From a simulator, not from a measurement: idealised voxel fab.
Title: Process Module voxel self aligned contacts
Displayed cross-section: cut, width of 160 nm, square cells sized 5 nm.
We lay out every cross-section as a grid of square cells and spell it out in bands from the top down, where one band means one or more rows of cells.
This entry defines a band. It first specifies the height of the band's top and the height of its bottom in nm, and then specifies the band's materials from left to right, stating each material with its width in nm. The word "everywhere" identifies a single material that fills the band from edge to edge, while the word "air" identifies empty space.
We count height from 0. Below that, the starting wafer is all one material. The lowest band never ends at the bottom but goes on down; see "0 nm and below" for how that is written.
Per-row width for "30->40": begins at first number (top row of band), ends at second number (bottom row), increment between rows held constant.
When a step is marked "nothing got changed", none of the cells in the cross-section changed during that step.
Basically, "Closed void entries" tells you about the enclosed voids: empty spaces with no open way to the top, 8 cells or bigger, each written width x height at distance, where distance is from the left edge, all in nm.
Read whatever lies past the settings on a step's line as the simulator's own remark about the step.
overlay nm: mask right of planned place by this much (step with mask). Neg. = left.

Listed below are the process steps as planned
- 1: RECEIVE (material Si)
- 2: CONFORMAL_DEP (material SiO2; thk nm 5)
- 3: DIRECTIONAL_DEP (material polySi; thk nm 20)
- 4: DIRECTIONAL_DEP (material SiN; thk nm 15)
- 5: DIRECTIONAL_DEP (material aC; thk nm 15)
- 6: PATTERN (tone cover; mask id GATE; material resist; width nm 30; pitch nm 65; thk nm 30; overlay nm 0)
- 7: DIRECTIONAL_ETCH (etch materials aC; depth nm 15)
- 8: STRIP (etch materials resist)
- 9: DIRECTIONAL_ETCH (etch materials SiN; depth nm 15)
- 10: DIRECTIONAL_ETCH (etch materials polySi; depth nm 20)
- 11: STRIP (etch materials aC)
- 12: CONFORMAL_DEP (material SiN; thk nm 5)
- 13: DIRECTIONAL_ETCH (etch materials SiN; depth nm 5)
- 14: FILL_DEP (material SiO2; thk nm 15)
- 15: CMP (height nm 45)
- 16: DIRECTIONAL_DEP (material aC; thk nm 15)
- 17: PATTERN (tone open; mask id CONTACT; material resist; width nm 45; thk nm 30; overlay nm 0)
- 18: DIRECTIONAL_ETCH (etch materials aC; depth nm 15)
- 19: STRIP (etch materials resist)
- 20: DIRECTIONAL_ETCH (etch materials SiO2; depth nm 45)
- 21: STRIP (etch materials aC)
- 22: CONFORMAL_DEP (material TiN; thk nm 5)
- 23: FILL_DEP (material W; thk nm 10)
- 24: CMP (height nm 45)
- 25: CONFORMAL_DEP (material SiCN; thk nm 5)

Incoming wafer, cross-sectional view, post step 1
0 nm and below  Si everywhere
Closed void entries: none

Cross-sectional result after module completion. Note: starting condition and plan are unchanged from above; one processing mistake was made
50 nm to 45 nm  SiCN everywhere
45 nm to 40 nm  SiO2=55, TiN=15, W=15, TiN=15, SiO2=60
40 nm to 25 nm  SiO2=25, SiN=40, TiN=5, W=15, TiN=5, SiN=40, SiO2=30
25 nm to 20 nm  SiO2=65, TiN=25, SiO2=70
20 nm to 0 nm  polySi everywhere
0 nm and below  Si everywhere
Closed void entries: none
Which mistake was made when the wafer was run? mixed up steps 2 and 3 - ran each in the other's place
